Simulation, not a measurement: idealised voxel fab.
This is a process module. Its name is voxel wiring stack.
The width of the displayed cross-section, cut, is 160 nm; its cells are square, with a size of 5 nm.
The cross-sections in this document take the form of a grid made of square cells. They are written out as bands, in order from top to bottom. Each band consists of one or more rows of cells.
Top, bottom (nm), then materials left to right with widths (nm); lone material tagged "all across" fills the whole band edge to edge; "air" = empty space.
Height reference: 0 = level under which incoming wafer is all one material. Lowest band: no bottom, runs on downward, e.g. "z 0 and below".
Width spec "30..40" -> top row of cells at first value, bottom row at second value, equal per-row change in between.
"nothing was modified" (step): cross-section cells unchanged, all of them.
What "Enclosed cavity list" gives you is every empty space of 8 cells or more that is cut off from the top. Each appears as width x height at distance, with the distance taken from the left edge and width, height and distance all in nm.
On each step's line, the part that comes after the settings is the simulator's own comment on the step.
The "overlay nm" setting may appear on a step's line; for a step that uses a mask, it gives how far to the right of its planned position the mask lay, and a negative value indicates the left.
The steps planned for the process are as follows
1,RECEIVE: material Si
2,CONFORMAL_DEP: material SiO2, thk nm 15
3,DIRECTIONAL_DEP: material TiN, thk nm 5
4,DIRECTIONAL_DEP: material Ru, thk nm 20
5,DIRECTIONAL_DEP: material aC, thk nm 15
6,PATTERN: tone cover, mask id METAL_1, material resist, width nm 20, pitch nm 35, thk nm 35, overlay nm 0
7,DIRECTIONAL_ETCH: etch materials aC, depth nm 15
8,STRIP: etch materials resist
9,DIRECTIONAL_ETCH: etch materials Ru, depth nm 20
10,DIRECTIONAL_ETCH: etch materials TiN, depth nm 5
11,STRIP: etch materials aC
12,CONFORMAL_DEP: material SiCN, thk nm 5
13,FILL_DEP: material SiO2, thk nm 10
14,CMP: height nm 40
15,CONFORMAL_DEP: material SiCN, thk nm 5
16,DIRECTIONAL_DEP: material lowk, thk nm 30
17,MASKED_ETCH: tone open, mask id METAL_2, width nm 20, pitch nm 35, etch materials lowk, depth nm 20, overlay nm 0
18,DIRECTIONAL_DEP: material aC, thk nm 10
19,PATTERN: tone open, mask id METAL_2_HOLES, material resist, width nm 15, pitch nm 70, thk nm 30, overlay nm 0
20,DIRECTIONAL_ETCH: etch materials aC, depth nm 10
21,STRIP: etch materials resist
22,DIRECTIONAL_ETCH: etch materials lowk, depth nm 10
23,DIRECTIONAL_ETCH: etch materials SiCN, depth nm 5
24,STRIP: etch materials aC
25,CONFORMAL_DEP: material TiN, thk nm 5
26,FILL_DEP: material Cu, thk nm 10
27,CMP: height nm 75
28,CONFORMAL_DEP: material SiN, thk nm 5
First of two wafers, processed according to plan
Cross-section, incoming material, after step 1
    z 0 and below  Si all across
    Enclosed cavity list: none
So this is the wafer cross-section right after step 2
    z 15 to 0  SiO2 all across
    Rest of section, below 0: as before.
So this is the wafer cross-section right after step 3
    z 20 to 15  TiN all across
    Rest of section, below 15: as before.
So this is the wafer cross-section right after step 4
    z 40 to 20  Ru all across
    Rest of section, below 20: as before.
So this is the wafer cross-section right after step 5
    z 55 to 40  aC all across
    Rest of section, below 40: as before.
So this is the wafer cross-section right after step 6
    z 90 to 55  air=15, resist=20, air=15, resist=20, air=15, resist=20, air=15, resist=20, air=20
    Rest of section, below 55: as before.
So this is the wafer cross-section right after step 7
    z 75 to 55  air=15, resist=20, air=15, resist=20, air=15, resist=20, air=15, resist=20, air=20
    z 55 to 40  air=15, aC=20, air=15, aC=20, air=15, aC=20, air=15, aC=20, air=20
    Rest of section, below 40: as before.
So this is the wafer cross-section right after step 8
    z 55 to 40  air=15, aC=20, air=15, aC=20, air=15, aC=20, air=15, aC=20, air=20
    Rest of section, below 40: as before.
So this is the wafer cross-section right after step 9
    z 55 to 40  air=15, aC=20, air=15, aC=20, air=15, aC=20, air=15, aC=20, air=20
    z 40 to 20  air=15, Ru=20, air=15, Ru=20, air=15, Ru=20, air=15, Ru=20, air=20
    Rest of section, below 20: as before.
So this is the wafer cross-section right after step 10
    z 55 to 40  air=15, aC=20, air=15, aC=20, air=15, aC=20, air=15, aC=20, air=20
    z 40 to 20  air=15, Ru=20, air=15, Ru=20, air=15, Ru=20, air=15, Ru=20, air=20
    z 20 to 15  air=15, TiN=20, air=15, TiN=20, air=15, TiN=20, air=15, TiN=20, air=20
    Rest of section, below 15: as before.
So this is the wafer cross-section right after step 11
    z 40 to 20  air=15, Ru=20, air=15, Ru=20, air=15, Ru=20, air=15, Ru=20, air=20
    Rest of section, below 20: as before.
So this is the wafer cross-section right after step 12
    z 45 to 40  air=10, SiCN=30, air=5, SiCN=30, air=5, SiCN=30, air=5, SiCN=30, air=15
    z 40 to 20  air=10, SiCN=5, Ru=20, SiCN=5, air=5, SiCN=5, Ru=20, SiCN=5, air=5, SiCN=5, Ru=20, SiCN=5, air=5, SiCN=5, Ru=20, SiCN=5, air=15
    z 20 to 15  SiCN=15, TiN=20, SiCN=15, TiN=20, SiCN=15, TiN=20, SiCN=15, TiN=20, SiCN=20
    Rest of section, below 15: as before.
So this is the wafer cross-section right after step 13
    z 55 to 45  SiO2 all across
    z 45 to 40  SiO2=10, SiCN=30, SiO2=5, SiCN=30, SiO2=5, SiCN=30, SiO2=5, SiCN=30, SiO2=15
    z 40 to 20  SiO2=10, SiCN=5, Ru=20, SiCN=5, SiO2=5, SiCN=5, Ru=20, SiCN=5, SiO2=5, SiCN=5, Ru=20, SiCN=5, SiO2=5, SiCN=5, Ru=20, SiCN=5, SiO2=15
    Rest of section, below 20: as before.
So this is the wafer cross-section right after step 14
    z 40 to 20  SiO2=10, SiCN=5, Ru=20, SiCN=5, SiO2=5, SiCN=5, Ru=20, SiCN=5, SiO2=5, SiCN=5, Ru=20, SiCN=5, SiO2=5, SiCN=5, Ru=20, SiCN=5, SiO2=15
    Rest of section, below 20: as before.
So this is the wafer cross-section right after step 15
    z 45 to 40  SiCN all across
    Rest of section, below 40: as before.
So this is the wafer cross-section right after step 16
    z 75 to 45  lowk all across
    Rest of section, below 45: as before.
So this is the wafer cross-section right after step 17
    z 75 to 55  lowk=15, air=20, lowk=15, air=20, lowk=15, air=20, lowk=15, air=20, lowk=20
    Rest of section, below 55: as before.
So this is the wafer cross-section right after step 18
    z 85 to 75  aC=15, air=20, aC=15, air=20, aC=15, air=20, aC=15, air=20, aC=20
    z 75 to 65  lowk=15, air=20, lowk=15, air=20, lowk=15, air=20, lowk=15, air=20, lowk=20
    z 65 to 55  lowk=15, aC=20, lowk=15, aC=20, lowk=15, aC=20, lowk=15, aC=20, lowk=20
    Rest of section, below 55: as before.
So this is the wafer cross-section right after step 19
    z 115 to 85  resist=15, air=15, resist=55, air=15, resist=60
    z 85 to 75  aC=15, air=15, resist=5, aC=15, resist=20, aC=15, air=15, resist=5, aC=15, resist=20, aC=20
    z 75 to 65  lowk=15, air=15, resist=5, lowk=15, resist=20, lowk=15, air=15, resist=5, lowk=15, resist=20, lowk=20
    Rest of section, below 65: as before.
So this is the wafer cross-section right after step 20
    z 105 to 85  resist=15, air=15, resist=55, air=15, resist=60
    z 85 to 75  aC=15, air=15, resist=5, aC=15, resist=20, aC=15, air=15, resist=5, aC=15, resist=20, aC=20
    z 75 to 65  lowk=15, air=15, resist=5, lowk=15, resist=20, lowk=15, air=15, resist=5, lowk=15, resist=20, lowk=20
    z 65 to 55  lowk=15, air=15, aC=5, lowk=15, aC=20, lowk=15, air=15, aC=5, lowk=15, aC=20, lowk=20
    Rest of section, below 55: as before.
So this is the wafer cross-section right after step 21
    z 85 to 75  aC=15, air=20, aC=15, air=20, aC=15, air=20, aC=15, air=20, aC=20
    z 75 to 65  lowk=15, air=20, lowk=15, air=20, lowk=15, air=20, lowk=15, air=20, lowk=20
    Rest of section, below 65: as before.
So this is the wafer cross-section right after step 22
    z 85 to 75  aC=15, air=20, aC=15, air=20, aC=15, air=20, aC=15, air=20, aC=20
    z 75 to 65  lowk=15, air=20, lowk=15, air=20, lowk=15, air=20, lowk=15, air=20, lowk=20
    z 65 to 55  lowk=15, air=15, aC=5, lowk=15, aC=20, lowk=15, air=15, aC=5, lowk=15, aC=20, lowk=20
    z 55 to 45  lowk=15, air=15, lowk=55, air=15, lowk=60
    Rest of section, below 45: as before.
So this is the wafer cross-section right after step 23
    z 85 to 75  aC=15, air=20, aC=15, air=20, aC=15, air=20, aC=15, air=20, aC=20
    z 75 to 65  lowk=15, air=20, lowk=15, air=20, lowk=15, air=20, lowk=15, air=20, lowk=20
    z 65 to 55  lowk=15, air=15, aC=5, lowk=15, aC=20, lowk=15, air=15, aC=5, lowk=15, aC=20, lowk=20
    z 55 to 45  lowk=15, air=15, lowk=55, air=15, lowk=60
    z 45 to 40  SiCN=15, air=15, SiCN=55, air=15, SiCN=60
    Rest of section, below 40: as before.
So this is the wafer cross-section right after step 24
    z 75 to 55  lowk=15, air=20, lowk=15, air=20, lowk=15, air=20, lowk=15, air=20, lowk=20
    Rest of section, below 55: as before.
So this is the wafer cross-section right after step 25
    z 80 to 75  TiN=20, air=10, TiN=25, air=10, TiN=25, air=10, TiN=25, air=10, TiN=25
    z 75 to 60  lowk=15, TiN=5, air=10, TiN=5, lowk=15, TiN=5, air=10, TiN=5, lowk=15, TiN=5, air=10, TiN=5, lowk=15, TiN=5, air=10, TiN=5, lowk=20
    z 60 to 55  lowk=15, TiN=5, air=5, TiN=10, lowk=15, TiN=20, lowk=15, TiN=5, air=5, TiN=10, lowk=15, TiN=20, lowk=20
    z 55 to 45  lowk=15, TiN=5, air=5, TiN=5, lowk=55, TiN=5, air=5, TiN=5, lowk=60
    z 45 to 40  SiCN=15, TiN=15, SiCN=55, TiN=15, SiCN=60
    Rest of section, below 40: as before.
So this is the wafer cross-section right after step 26
    z 90 to 80  Cu all across
    z 80 to 75  TiN=20, Cu=10, TiN=25, Cu=10, TiN=25, Cu=10, TiN=25, Cu=10, TiN=25
    z 75 to 60  lowk=15, TiN=5, Cu=10, TiN=5, lowk=15, TiN=5, Cu=10, TiN=5, lowk=15, TiN=5, Cu=10, TiN=5, lowk=15, TiN=5, Cu=10, TiN=5, lowk=20
    z 60 to 55  lowk=15, TiN=5, Cu=5, TiN=10, lowk=15, TiN=20, lowk=15, TiN=5, Cu=5, TiN=10, lowk=15, TiN=20, lowk=20
    z 55 to 45  lowk=15, TiN=5, Cu=5, TiN=5, lowk=55, TiN=5, Cu=5, TiN=5, lowk=60
    Rest of section, below 45: as before.
So this is the wafer cross-section right after step 27
    z 75 to 60  lowk=15, TiN=5, Cu=10, TiN=5, lowk=15, TiN=5, Cu=10, TiN=5, lowk=15, TiN=5, Cu=10, TiN=5, lowk=15, TiN=5, Cu=10, TiN=5, lowk=20
    Rest of section, below 60: as before.
So this is the wafer cross-section right after step 28
    z 80 to 75  SiN all across
    Rest of section, below 75: as before.
Second wafer. Start and plan as for the first. One mistake made in running. Agrees with the first up to and including step 11
Here is the second wafer in cross-section at the point where step 12 of the plan should have been done
    z 55 to 40  SiCN=155, air=5
    z 40 to 30  SiCN=15, Ru=20, SiCN=15, Ru=20, SiCN=15, Ru=20, SiCN=15, Ru=20, SiCN=15, air=5
    z 30 to 20  SiCN=15, Ru=20, SiCN=15, Ru=20, SiCN=15, Ru=20, SiCN=15, Ru=20, SiCN=20
    z 20 to 15  SiCN=15, TiN=20, SiCN=15, TiN=20, SiCN=15, TiN=20, SiCN=15, TiN=20, SiCN=20
    Rest of section, below 15: as before.
Here is the second wafer in cross-section at the point where step 13 of the plan should have been done
    z 65 to 55  SiO2 all across
    z 55 to 40  SiCN=155, SiO2=5
    z 40 to 30  SiCN=15, Ru=20, SiCN=15, Ru=20, SiCN=15, Ru=20, SiCN=15, Ru=20, SiCN=15, SiO2=5
    Rest of section, below 30: as before.
Here is the second wafer in cross-section at the point where step 14 of the plan should have been done
    z 40 to 30  SiCN=15, Ru=20, SiCN=15, Ru=20, SiCN=15, Ru=20, SiCN=15, Ru=20, SiCN=15, SiO2=5
    Rest of section, below 30: as before.
Here is the second wafer in cross-section at the point where step 15 of the plan should have been done
    z 45 to 40  SiCN all across
    Rest of section, below 40: as before.
Here is the second wafer in cross-section at the point where step 16 of the plan should have been done
    z 75 to 45  lowk all across
    Rest of section, below 45: as before.
Here is the second wafer in cross-section at the point where step 17 of the plan should have been done
    z 75 to 55  lowk=15, air=20, lowk=15, air=20, lowk=15, air=20, lowk=15, air=20, lowk=20
    Rest of section, below 55: as before.
Here is the second wafer in cross-section at the point where step 18 of the plan should have been done
    z 85 to 75  aC=15, air=20, aC=15, air=20, aC=15, air=20, aC=15, air=20, aC=20
    z 75 to 65  lowk=15, air=20, lowk=15, air=20, lowk=15, air=20, lowk=15, air=20, lowk=20
    z 65 to 55  lowk=15, aC=20, lowk=15, aC=20, lowk=15, aC=20, lowk=15, aC=20, lowk=20
    Rest of section, below 55: as before.
Here is the second wafer in cross-section at the point where step 19 of the plan should have been done
    z 115 to 85  resist=15, air=15, resist=55, air=15, resist=60
    z 85 to 75  aC=15, air=15, resist=5, aC=15, resist=20, aC=15, air=15, resist=5, aC=15, resist=20, aC=20
    z 75 to 65  lowk=15, air=15, resist=5, lowk=15, resist=20, lowk=15, air=15, resist=5, lowk=15, resist=20, lowk=20
    Rest of section, below 65: as before.
Here is the second wafer in cross-section at the point where step 20 of the plan should have been done
    z 105 to 85  resist=15, air=15, resist=55, air=15, resist=60
    z 85 to 75  aC=15, air=15, resist=5, aC=15, resist=20, aC=15, air=15, resist=5, aC=15, resist=20, aC=20
    z 75 to 65  lowk=15, air=15, resist=5, lowk=15, resist=20, lowk=15, air=15, resist=5, lowk=15, resist=20, lowk=20
    z 65 to 55  lowk=15, air=15, aC=5, lowk=15, aC=20, lowk=15, air=15, aC=5, lowk=15, aC=20, lowk=20
    Rest of section, below 55: as before.
Here is the second wafer in cross-section at the point where step 21 of the plan should have been done
    z 85 to 75  aC=15, air=20, aC=15, air=20, aC=15, air=20, aC=15, air=20, aC=20
    z 75 to 65  lowk=15, air=20, lowk=15, air=20, lowk=15, air=20, lowk=15, air=20, lowk=20
    Rest of section, below 65: as before.
Here is the second wafer in cross-section at the point where step 22 of the plan should have been done
    z 85 to 75  aC=15, air=20, aC=15, air=20, aC=15, air=20, aC=15, air=20, aC=20
    z 75 to 65  lowk=15, air=20, lowk=15, air=20, lowk=15, air=20, lowk=15, air=20, lowk=20
    z 65 to 55  lowk=15, air=15, aC=5, lowk=15, aC=20, lowk=15, air=15, aC=5, lowk=15, aC=20, lowk=20
    z 55 to 45  lowk=15, air=15, lowk=55, air=15, lowk=60
    Rest of section, below 45: as before.
Here is the second wafer in cross-section at the point where step 23 of the plan should have been done
    z 85 to 75  aC=15, air=20, aC=15, air=20, aC=15, air=20, aC=15, air=20, aC=20
    z 75 to 65  lowk=15, air=20, lowk=15, air=20, lowk=15, air=20, lowk=15, air=20, lowk=20
    z 65 to 55  lowk=15, air=15, aC=5, lowk=15, aC=20, lowk=15, air=15, aC=5, lowk=15, aC=20, lowk=20
    z 55 to 45  lowk=15, air=15, lowk=55, air=15, lowk=60
    z 45 to 40  SiCN=15, air=15, SiCN=55, air=15, SiCN=60
    Rest of section, below 40: as before.
Here is the second wafer in cross-section at the point where step 24 of the plan should have been done
    z 75 to 55  lowk=15, air=20, lowk=15, air=20, lowk=15, air=20, lowk=15, air=20, lowk=20
    Rest of section, below 55: as before.
Here is the second wafer in cross-section at the point where step 25 of the plan should have been done
    z 80 to 75  TiN=20, air=10, TiN=25, air=10, TiN=25, air=10, TiN=25, air=10, TiN=25
    z 75 to 60  lowk=15, TiN=5, air=10, TiN=5, lowk=15, TiN=5, air=10, TiN=5, lowk=15, TiN=5, air=10, TiN=5, lowk=15, TiN=5, air=10, TiN=5, lowk=20
    z 60 to 55  lowk=15, TiN=5, air=5, TiN=10, lowk=15, TiN=20, lowk=15, TiN=5, air=5, TiN=10, lowk=15, TiN=20, lowk=20
    z 55 to 45  lowk=15, TiN=5, air=5, TiN=5, lowk=55, TiN=5, air=5, TiN=5, lowk=60
    z 45 to 40  SiCN=15, TiN=15, SiCN=55, TiN=15, SiCN=60
    Rest of section, below 40: as before.
Here is the second wafer in cross-section at the point where step 26 of the plan should have been done
    z 90 to 80  Cu all across
    z 80 to 75  TiN=20, Cu=10, TiN=25, Cu=10, TiN=25, Cu=10, TiN=25, Cu=10, TiN=25
    z 75 to 60  lowk=15, TiN=5, Cu=10, TiN=5, lowk=15, TiN=5, Cu=10, TiN=5, lowk=15, TiN=5, Cu=10, TiN=5, lowk=15, TiN=5, Cu=10, TiN=5, lowk=20
    z 60 to 55  lowk=15, TiN=5, Cu=5, TiN=10, lowk=15, TiN=20, lowk=15, TiN=5, Cu=5, TiN=10, lowk=15, TiN=20, lowk=20
    z 55 to 45  lowk=15, TiN=5, Cu=5, TiN=5, lowk=55, TiN=5, Cu=5, TiN=5, lowk=60
    Rest of section, below 45: as before.
Here is the second wafer in cross-section at the point where step 27 of the plan should have been done
    z 75 to 60  lowk=15, TiN=5, Cu=10, TiN=5, lowk=15, TiN=5, Cu=10, TiN=5, lowk=15, TiN=5, Cu=10, TiN=5, lowk=15, TiN=5, Cu=10, TiN=5, lowk=20
    Rest of section, below 60: as before.
Here is the second wafer in cross-section at the point where step 28 of the plan should have been done
    z 80 to 75  SiN all across
    Rest of section, below 75: as before.
What was done differently from what was planned? not per plan at step 12, really ran CONFORMAL_DEP: material SiCN, thk nm 15
In the final state, the cell counts of the second wafer exceed or fall short of those of the first for the following materials: +30 SiCN, -30 SiO2
